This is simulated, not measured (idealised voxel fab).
The process module presented herein is designated voxel quadruple lines.
Cross-sectional view cut (width: 190 nm; square cell size: 5 nm).
If you're reading a cross-section in this doc, picture square cells in a grid; it comes to you as bands, top ones listed first down to the bottom, and a band can be one or more rows of cells. Each band's line starts with the height of the band's top and of its bottom, in nm. Then come its materials from left to right, each with its width in nm. One material with "full width" fills the band from edge to edge. "empty" is empty space. Zero point of the height axis is 0; under it, received wafer = one material. Lowest band: continues down indefinitely, "0 down". Width "30 to 40": first value at the band's top row of cells, second value at its bottom row, equal change from row to row. Where the words "nothing was modified" appear for a step, the cross-section shows no cell changed by that step; every cell remained as before. You'll see "Internal closed voids" listing empty spaces that have no way open to the top, as long as they're 8 cells or more; the notation is width x height at distance, where the distance is from the left edge, and all of it is in nm. Note: text after step settings on the step line = simulator remark on that step. A step's line can hold "overlay nm"; with a mask on that step, the setting says how far right of the planned place the mask lay, while a negative setting says it lay to the left.

## Intended process steps
- 1: RECEIVE with material Si
- 2: CONFORMAL_DEP with material SiO2, thk nm 10
- 3: DIRECTIONAL_DEP with material W, thk nm 15
- 4: DIRECTIONAL_DEP with material polySi, thk nm 15
- 5: DIRECTIONAL_DEP with material aC, thk nm 25
- 6: PATTERN with tone cover, mask id MANDREL, material resist, width nm 20, pitch nm 60, thk nm 30, overlay nm -15
- 7: DIRECTIONAL_ETCH with etch materials aC, depth nm 25
- 8: STRIP with etch materials resist
- 9: CONFORMAL_DEP with material SiO2, thk nm 10
- 10: DIRECTIONAL_ETCH with etch materials SiO2, depth nm 10
- 11: STRIP with etch materials aC
- 12: DIRECTIONAL_ETCH with etch materials polySi, depth nm 15
- 13: STRIP with etch materials SiO2
- 14: CONFORMAL_DEP with material SiCN, thk nm 5
- 15: DIRECTIONAL_ETCH with etch materials SiCN, depth nm 5
- 16: STRIP with etch materials polySi
- 17: DIRECTIONAL_ETCH with etch materials W, depth nm 15
- 18: STRIP with etch materials SiCN
The plan's step 6 overlay nm is the first wafer's value; the wafers differ in this setting and start identical.

## Cross-section, first of several wafers, as delivered after step 1
    0 down | Si full width
    Internal closed voids: none

## After the module's final step, step 18: the first of several wafers in cross-section
    25 to 10 | empty: 25; W: 5; empty: 10; W: 5; empty: 10; W: 5; empty: 10; W: 5; empty: 10; W: 5; empty: 10; W: 5; empty: 10; W: 5; empty: 10; W: 5; empty: 55
    10 to 0 | SiO2 full width
    0 down | Si full width
    Internal closed voids: none

## Here we cross-sectioned the last of the wafers once the module was done
    25 to 10 | empty: 55; W: 5; empty: 10; W: 5; empty: 10; W: 5; empty: 10; W: 5; empty: 10; W: 5; empty: 10; W: 5; empty: 10; W: 5; empty: 10; W: 5; empty: 25
    10 to 0 | SiO2 full width
    0 down | Si full width
    Internal closed voids: none

## each wafer at the end: cells of each material gained (+) or lost (-) since it was received, then its closed voids
overlay nm -15, +76 SiO2, +24 W, Internal closed voids: none
overlay nm -10, +76 SiO2, +24 W, Internal closed voids: none
overlay nm -5, +76 SiO2, +24 W, Internal closed voids: none
overlay nm 0, +76 SiO2, +24 W, Internal closed voids: none
overlay nm 5, +76 SiO2, +24 W, Internal closed voids: none
overlay nm 10, +76 SiO2, +24 W, Internal closed voids: none
overlay nm 15, +76 SiO2, +24 W, Internal closed voids: none
